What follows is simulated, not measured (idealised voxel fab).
This is a process module. Its name is voxel self aligned vias.
It is cross-section cut that appears here, measuring 295 nm in width, its square cells being 5 nm in size.
Bands, listed from the top down, are how a cross-section gets written in this document; the cross-section itself is a grid of square cells, and a band is one or more rows of them. Basically the band line says how high the top is and how high the bottom is, in nm, and then what's in it from left to right, every material with its width in nm. Empty space shows up as "air", and if a single material carries "full width" it runs the full band edge to edge. It should be noted that heights are counted from 0, beneath which the wafer as supplied is of one material throughout, and that the lowest band possesses no lower boundary but continues downward, as written in "0..down". Top row gets the first number, bottom row gets the second, and each row in between changes by the same step: that is how a band width like "30 to 40" works. No cell of the cross-section changed in a step that is given as "everything unchanged". Enclosed voids (no open way to top), threshold 8 cells or more, entry "Fully closed voids", notation width x height at distance, distance from left edge, nm. Heads up: the bit after the settings on a step's line is the simulator's remark on that step. Regarding "overlay nm": on a step with a mask, it is the distance the mask lay to the right of its planned place; a negative value places it to the left.

Process steps - plan
1) RECEIVE [material Si]
2) CONFORMAL_DEP [material SiO2] [thk nm 15]
3) CONFORMAL_DEP [material SiCN] [thk nm 5]
4) DIRECTIONAL_DEP [material lowk] [thk nm 20]
5) PATTERN [tone open] [mask id LINES] [material resist] [width nm 30] [pitch nm 55] [thk nm 15] [overlay nm 0]
6) DIRECTIONAL_ETCH [etch materials lowk] [depth nm 20]
7) STRIP [etch materials resist]
8) CONFORMAL_DEP [material TiN] [thk nm 5]
9) FILL_DEP [material W] [thk nm 10]
10) CMP [height nm 40]
11) SELECTIVE_ETCH [etch materials W Ru TiN] [depth nm 5]
12) FILL_DEP [material SiN] [thk nm 5]
13) CMP [height nm 40]
14) DIRECTIONAL_DEP [material lowk] [thk nm 15]
15) MASKED_ETCH [tone open] [mask id VIAS] [width nm 40] [pitch nm 110] [etch materials lowk] [depth nm 15] [overlay nm 0]
16) MASKED_ETCH [tone open] [mask id VIAS] [width nm 40] [pitch nm 110] [etch materials SiN] [depth nm 5] [overlay nm 0]
17) CONFORMAL_DEP [material TiN] [thk nm 5]
18) FILL_DEP [material W] [thk nm 5]
19) CMP [height nm 55]
20) CONFORMAL_DEP [material SiCN] [thk nm 5]

This is the cross-section of the wafer as we received it, i.e. after step 1
	0..down | Si full width
	Fully closed voids: none

Figure: cross-sectional view of the wafer upon completion of the module, processed from the initial state and according to the plan depicted above, with one error introduced during execution
	60..55 | SiCN full width
	55..40 | lowk=70  TiN=5  W=30  TiN=5  lowk=70  TiN=5  W=30  TiN=5  lowk=75
	40..35 | SiN=70  TiN=40  SiN=70  TiN=40  SiN=75
	35..30 | W full width
	30..25 | TiN=80  W=20  TiN=35  W=20  TiN=35  W=20  TiN=85
	25..10 | lowk=75  TiN=5  W=20  TiN=5  lowk=25  TiN=5  W=20  TiN=5  lowk=25  TiN=5  W=20  TiN=5  lowk=80
	10..5 | lowk=75  TiN=30  lowk=25  TiN=30  lowk=25  TiN=30  lowk=80
	5..0 | SiCN full width
	0..down | Si full width
	Fully closed voids: none
Heads up, the wafer didn't run the way we planned it: step 2 of the plan was omitted and not executed
